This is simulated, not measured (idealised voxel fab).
Herein follows the process module entitled voxel trench capacitor.
This is section cut - it's 185 nm across, gridded in 5 nm square cells.
This document writes a cross-section as a grid whose cells are square, and gives it as bands, listed from the top down; one or more rows of cells form a band. This entry defines a band. It first specifies the height of the band's top and the height of its bottom in nm, and then specifies the band's materials from left to right, stating each material with its width in nm. The word "throughout" identifies a single material that fills the band from edge to edge, while the word "empty" identifies empty space. Height 0 is the level under which the wafer as received is all one material. The lowest band goes on downwards, as in "0..down". Width: "30 to 40" (first number = top row, second number = bottom row, same change from row to row of cells). "all unchanged" (step): cross-section cells unchanged, all of them. Empty spaces counting at least 8 cells and having no open way to the top are listed in "Closed-off voids". The notation width x height at distance is used for each, the distance being from the left edge and all three values in nm. Step line, after settings: the simulator's comment on this step. What "overlay nm" on a step's line means: if the step has a mask, that mask lay this far to the right of its planned place, or, when the value is negative, to the left.
-- Steps in the process plan
| 1 | RECEIVE (material Si) |
| 2 | CONFORMAL_DEP (material SiN; thk nm 5) |
| 3 | DIRECTIONAL_DEP (material aC; thk nm 15) |
| 4 | PATTERN (tone open; mask id TRENCH; material resist; width nm 25; pitch nm 40; thk nm 35; overlay nm 0) |
| 5 | DIRECTIONAL_ETCH (etch materials aC; depth nm 15) |
| 6 | STRIP (etch materials resist) |
| 7 | DIRECTIONAL_ETCH (etch materials SiN; depth nm 5) |
| 8 | DIRECTIONAL_ETCH (etch materials Si; depth nm 30) |
| 9 | STRIP (etch materials aC) |
| 10 | CONFORMAL_DEP (material HfO2; thk nm 5) |
| 11 | CONFORMAL_DEP (material TiN; thk nm 5) |
| 12 | FILL_DEP (material W; thk nm 10) |
| 13 | CMP (height nm 5) |
-- Cross-section of the incoming wafer, state after step 1
	0..down | Si throughout
	Closed-off voids: none
-- Same starting wafer, same plan as above, one mistake in the execution; this is the cross-section at the end of the module
	5..0 | 40 SiN, then 5 TiN, then 15 W, then 5 TiN, then 15 SiN, then 5 TiN, then 15 W, then 5 TiN, then 15 SiN, then 5 TiN, then 15 W, then 5 TiN, then 40 SiN
	0..-25 | 40 Si, then 5 TiN, then 15 W, then 5 TiN, then 15 Si, then 5 TiN, then 15 W, then 5 TiN, then 15 Si, then 5 TiN, then 15 W, then 5 TiN, then 40 Si
	-25..-30 | 40 Si, then 25 TiN, then 15 Si, then 25 TiN, then 15 Si, then 25 TiN, then 40 Si
	-30..down | Si throughout
	Closed-off voids: none
Short version of what went wrong: step 10 was dropped from the plan's execution and never run
